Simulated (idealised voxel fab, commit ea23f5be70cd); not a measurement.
Presented below is a process module, voxel self aligned vias.
In the cross-section labelled cut, the width is 275 nm and each square cell is 5 nm.
When this document writes out a cross-section, it uses a grid of square cells and lists it as bands, beginning at the top and moving down, with a band standing for one or more rows of cells. Band: top and bottom heights (nm) first, top before bottom; then materials from left to right, widths in nm. "all across" marks a sole material filling the band edge to edge. "air" denotes empty space. Height 0 is the level under which the wafer as received is all one material. The lowest band goes on downwards, as in "0..down". The width entry "30->40" should be interpreted row by row: the top row of cells in the band takes the first number, the bottom row takes the second number, and the change between adjacent rows is uniform throughout. When a step is marked "no change occurred", none of the cells in the cross-section changed during that step. The label "Closed void entries" introduces a list of the empty spaces, 8 cells or larger, that have no open way up to the top; each entry in it reads width x height at distance, where the distance is taken from the left edge and all three are stated in nm. Anything after a step's settings on that line? It's the simulator's own note about the step. Each step line may optionally specify "overlay nm", which for a step with a mask gives the rightward distance between the mask's planned place and where it lay, a negative value indicating the leftward direction.
## Process steps (planned)
1 RECEIVE, material Si
2 CONFORMAL_DEP, material SiO2, thk nm 10
3 CONFORMAL_DEP, material SiCN, thk nm 5
4 DIRECTIONAL_DEP, material lowk, thk nm 20
5 DIRECTIONAL_DEP, material aC, thk nm 15
6 PATTERN, tone open, mask id LINES, material resist, width nm 25, pitch nm 60, thk nm 35, overlay nm 0
7 DIRECTIONAL_ETCH, etch materials aC, depth nm 15
8 STRIP, etch materials resist
9 DIRECTIONAL_ETCH, etch materials lowk, depth nm 20
10 STRIP, etch materials aC
11 CONFORMAL_DEP, material TiN, thk nm 5
12 FILL_DEP, material W, thk nm 5
13 CMP, height nm 35
14 SELECTIVE_ETCH, etch materials W Ru TiN, depth nm 5
15 FILL_DEP, material SiN, thk nm 10
16 CMP, height nm 35
17 DIRECTIONAL_DEP, material lowk, thk nm 20
18 PATTERN, tone open, mask id VIAS, material resist, width nm 35, pitch nm 120, thk nm 20, overlay nm 0
19 DIRECTIONAL_ETCH, etch materials lowk, depth nm 20
20 DIRECTIONAL_ETCH, etch materials SiN, depth nm 5
21 STRIP, etch materials resist
22 CONFORMAL_DEP, material TiN, thk nm 5
23 FILL_DEP, material W, thk nm 10
24 CMP, height nm 55
25 CONFORMAL_DEP, material SiCN, thk nm 5
## Of two wafers, the first: run according to plan
## Cross-section of the wafer as it came to us, i.e., already through step 1
- 0..down  Si all across
- Closed void entries: none
## Once step 2 is through, the wafer looks like this in cross-section
- 10..0  SiO2 all across
- Beneath the level 0, the cross-section is identical to its previous state.
## Once step 3 is through, the wafer looks like this in cross-section
- 15..10  SiCN all across
- Beneath the level 10, the cross-section is identical to its previous state.
## Once step 4 is through, the wafer looks like this in cross-section
- 35..15  lowk all across
- Beneath the level 15, the cross-section is identical to its previous state.
## Once step 5 is through, the wafer looks like this in cross-section
- 50..35  aC all across
- Beneath the level 35, the cross-section is identical to its previous state.
## Once step 6 is through, the wafer looks like this in cross-section
- 85..50  resist 65 / air 25 / resist 35 / air 25 / resist 35 / air 25 / resist 65
- Beneath the level 50, the cross-section is identical to its previous state.
## Once step 7 is through, the wafer looks like this in cross-section
- 70..50  resist 65 / air 25 / resist 35 / air 25 / resist 35 / air 25 / resist 65
- 50..35  aC 65 / air 25 / aC 35 / air 25 / aC 35 / air 25 / aC 65
- Beneath the level 35, the cross-section is identical to its previous state.
## Once step 8 is through, the wafer looks like this in cross-section
- 50..35  aC 65 / air 25 / aC 35 / air 25 / aC 35 / air 25 / aC 65
- Beneath the level 35, the cross-section is identical to its previous state.
## Once step 9 is through, the wafer looks like this in cross-section
- 50..35  aC 65 / air 25 / aC 35 / air 25 / aC 35 / air 25 / aC 65
- 35..15  lowk 65 / air 25 / lowk 35 / air 25 / lowk 35 / air 25 / lowk 65
- Beneath the level 15, the cross-section is identical to its previous state.
## Once step 10 is through, the wafer looks like this in cross-section
- 35..15  lowk 65 / air 25 / lowk 35 / air 25 / lowk 35 / air 25 / lowk 65
- Beneath the level 15, the cross-section is identical to its previous state.
## Once step 11 is through, the wafer looks like this in cross-section
- 40..35  TiN 70 / air 15 / TiN 45 / air 15 / TiN 45 / air 15 / TiN 70
- 35..20  lowk 65 / TiN 5 / air 15 / TiN 5 / lowk 35 / TiN 5 / air 15 / TiN 5 / lowk 35 / TiN 5 / air 15 / TiN 5 / lowk 65
- 20..15  lowk 65 / TiN 25 / lowk 35 / TiN 25 / lowk 35 / TiN 25 / lowk 65
- Beneath the level 15, the cross-section is identical to its previous state.
## Once step 12 is through, the wafer looks like this in cross-section
- 45..40  W all across
- 40..35  TiN 70 / W 15 / TiN 45 / W 15 / TiN 45 / W 15 / TiN 70
- 35..20  lowk 65 / TiN 5 / W 15 / TiN 5 / lowk 35 / TiN 5 / W 15 / TiN 5 / lowk 35 / TiN 5 / W 15 / TiN 5 / lowk 65
- Beneath the level 20, the cross-section is identical to its previous state.
## Once step 13 is through, the wafer looks like this in cross-section
- 35..20  lowk 65 / TiN 5 / W 15 / TiN 5 / lowk 35 / TiN 5 / W 15 / TiN 5 / lowk 35 / TiN 5 / W 15 / TiN 5 / lowk 65
- Beneath the level 20, the cross-section is identical to its previous state.
## Once step 14 is through, the wafer looks like this in cross-section
- 35..30  lowk 65 / air 25 / lowk 35 / air 25 / lowk 35 / air 25 / lowk 65
- Beneath the level 30, the cross-section is identical to its previous state.
## Once step 15 is through, the wafer looks like this in cross-section
- 45..35  SiN all across
- 35..30  lowk 65 / SiN 25 / lowk 35 / SiN 25 / lowk 35 / SiN 25 / lowk 65
- Beneath the level 30, the cross-section is identical to its previous state.
## Once step 16 is through, the wafer looks like this in cross-section
- 35..30  lowk 65 / SiN 25 / lowk 35 / SiN 25 / lowk 35 / SiN 25 / lowk 65
- Beneath the level 30, the cross-section is identical to its previous state.
## Once step 17 is through, the wafer looks like this in cross-section
- 55..35  lowk all across
- Beneath the level 35, the cross-section is identical to its previous state.
## Once step 18 is through, the wafer looks like this in cross-section
- 75..55  resist 60 / air 35 / resist 85 / air 35 / resist 60
- Beneath the level 55, the cross-section is identical to its previous state.
## Once step 19 is through, the wafer looks like this in cross-section
- 75..55  resist 60 / air 35 / resist 85 / air 35 / resist 60
- 55..35  lowk 60 / air 35 / lowk 85 / air 35 / lowk 60
- Beneath the level 35, the cross-section is identical to its previous state.
## Once step 20 is through, the wafer looks like this in cross-section
- 75..55  resist 60 / air 35 / resist 85 / air 35 / resist 60
- 55..35  lowk 60 / air 35 / lowk 85 / air 35 / lowk 60
- 35..30  lowk 65 / air 25 / lowk 35 / SiN 25 / lowk 35 / air 25 / lowk 65
- Beneath the level 30, the cross-section is identical to its previous state.
## Once step 21 is through, the wafer looks like this in cross-section
- 55..35  lowk 60 / air 35 / lowk 85 / air 35 / lowk 60
- Beneath the level 35, the cross-section is identical to its previous state.
## Once step 22 is through, the wafer looks like this in cross-section
- 60..55  TiN 65 / air 25 / TiN 95 / air 25 / TiN 65
- 55..40  lowk 60 / TiN 5 / air 25 / TiN 5 / lowk 85 / TiN 5 / air 25 / TiN 5 / lowk 60
- 40..35  lowk 60 / TiN 10 / air 15 / TiN 10 / lowk 85 / TiN 10 / air 15 / TiN 10 / lowk 60
- 35..30  lowk 65 / TiN 25 / lowk 35 / SiN 25 / lowk 35 / TiN 25 / lowk 65
- Beneath the level 30, the cross-section is identical to its previous state.
## Once step 23 is through, the wafer looks like this in cross-section
- 70..60  W all across
- 60..55  TiN 65 / W 25 / TiN 95 / W 25 / TiN 65
- 55..40  lowk 60 / TiN 5 / W 25 / TiN 5 / lowk 85 / TiN 5 / W 25 / TiN 5 / lowk 60
- 40..35  lowk 60 / TiN 10 / W 15 / TiN 10 / lowk 85 / TiN 10 / W 15 / TiN 10 / lowk 60
- Beneath the level 35, the cross-section is identical to its previous state.
## Once step 24 is through, the wafer looks like this in cross-section
- 55..40  lowk 60 / TiN 5 / W 25 / TiN 5 / lowk 85 / TiN 5 / W 25 / TiN 5 / lowk 60
- Beneath the level 40, the cross-section is identical to its previous state.
## Once step 25 is through, the wafer looks like this in cross-section
- 60..55  SiCN all across
- Beneath the level 55, the cross-section is identical to its previous state.
## Wafer two. Identical start, identical plan. One mistake in execution. Identical history through step 22
## Cross-sectional view of the second wafer at the intended end time of process step 23
- 70..60  lowk all across
- 60..55  TiN 65 / lowk 25 / TiN 95 / lowk 25 / TiN 65
- 55..40  lowk 60 / TiN 5 / lowk 25 / TiN 5 / lowk 85 / TiN 5 / lowk 25 / TiN 5 / lowk 60
- 40..35  lowk 60 / TiN 10 / lowk 15 / TiN 10 / lowk 85 / TiN 10 / lowk 15 / TiN 10 / lowk 60
- Beneath the level 35, the cross-section is identical to its previous state.
## Cross-sectional view of the second wafer at the intended end time of process step 24
- 55..40  lowk 60 / TiN 5 / lowk 25 / TiN 5 / lowk 85 / TiN 5 / lowk 25 / TiN 5 / lowk 60
- Beneath the level 40, the cross-section is identical to its previous state.
## Cross-sectional view of the second wafer at the intended end time of process step 25
- 60..55  SiCN all across
- Beneath the level 55, the cross-section is identical to its previous state.
Where did the run depart from the plan? step 23 went in with a setting other than planned; the actual run was FILL_DEP, material lowk, thk nm 10
Upon completion, the second wafer contains, in terms of cells, a greater or smaller amount of certain materials than the first wafer: W: 36 fewer; lowk: 36 more
